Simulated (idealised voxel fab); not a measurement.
The document below concerns the process module designated voxel released beams.
Cross-sectional view cut (width: 140 nm; square cell size: 5 nm).
Each cross-section below is a grid of square cells, stated as bands in top-down order, with one or more rows of cells making up each band. Band entry format. Leading values: height of top, height of bottom, nm. Remainder: materials in left-to-right order, each with its width in nm. Special words: "throughout" on a single material, which then fills the band edge to edge; "air", empty space. Note: height 0 marks the level under which the wafer is uniformly one material as received. Lowest band unbounded below, written "0 and below". With a width like "30->40", each row of cells in the band differs from the next by the same amount, the top row carrying the first number and the bottom row the second. Key: "no modification" - step with no changed cell in the cross-section. Under "Enclosed cavities" you'll find the enclosed gaps, the ones with no way out to the top, that are 8 cells or bigger; each reads width x height at distance, with distance counted from the left edge, everything in nm. Where a step's line continues beyond its settings, the continuation is a remark by the simulator itself on that step. "overlay nm" denotes, for a step that has a mask, the displacement of the mask to the right of its planned place, with negative values corresponding to the left.

HERE'S WHAT THE PLANNED PROCESS STEPS LOOK LIKE
1) op RECEIVE | material Si
2) op CONFORMAL_DEP | material Al2O3 | thk nm 10
3) op DIRECTIONAL_DEP | material SiO2 | thk nm 20
4) op DIRECTIONAL_DEP | material aC | thk nm 10
5) op PATTERN | tone open | mask id ANCHOR | material resist | width nm 25 | thk nm 25 | overlay nm 0
6) op DIRECTIONAL_ETCH | etch materials aC | depth nm 10
7) op STRIP | etch materials resist
8) op DIRECTIONAL_ETCH | etch materials SiO2 | depth nm 20
9) op STRIP | etch materials aC
10) op CONFORMAL_DEP | material W | thk nm 15
11) op MASKED_ETCH | tone cover | mask id BEAM | width nm 105 | etch materials W | depth nm 15 | overlay nm 0
12) op STRIP | etch materials SiO2
The width nm used in step 5 is not the same on every wafer, whereas the starting condition is; the value printed in the plan is the first wafer's.

FIRST WAFER AS RECEIVED, AFTER STEP 1
0 and below | Si throughout
Enclosed cavities: none

FIRST WAFER OF SEVERAL, CROSS-SECTION, MODULE END, AFTER STEP 12 (LAST)
45 down to 30 | 15 air  105 W  20 air
30 down to 10 | 25 air  25 W  90 air
10 down to 0 | Al2O3 throughout
0 and below | Si throughout
Enclosed cavities: none

CROSS-SECTIONAL VIEW OF THE FINAL WAFER OF SEVERAL AT THE MODULE'S END
45 down to 30 | 15 air  15 W  20 air  70 W  20 air
30 down to 25 | 15 air  15 W  20 air  15 W  75 air
25 down to 10 | 15 air  50 W  75 air
10 down to 0 | Al2O3 throughout
0 and below | Si throughout
Enclosed cavities: none

EACH ROW BELOW IS A WAFER AT THE END OF THE MODULE, LISTING FOR EVERY MATERIAL THE NUMBER OF CELLS IT HAS GAINED (+) OR LOST (-) SINCE IT WAS RECEIVED, FOLLOWED BY ITS CLOSED VOIDS
width nm 25 | +56 Al2O3 | +83 W | Enclosed cavities: none
width nm 30 | +56 Al2O3 | +87 W | Enclosed cavities: none
width nm 35 | +56 Al2O3 | +87 W | Enclosed cavities: none
width nm 40 | +56 Al2O3 | +87 W | Enclosed cavities: none
width nm 45 | +56 Al2O3 | +87 W | Enclosed cavities: none
width nm 50 | +56 Al2O3 | +87 W | Enclosed cavities: none
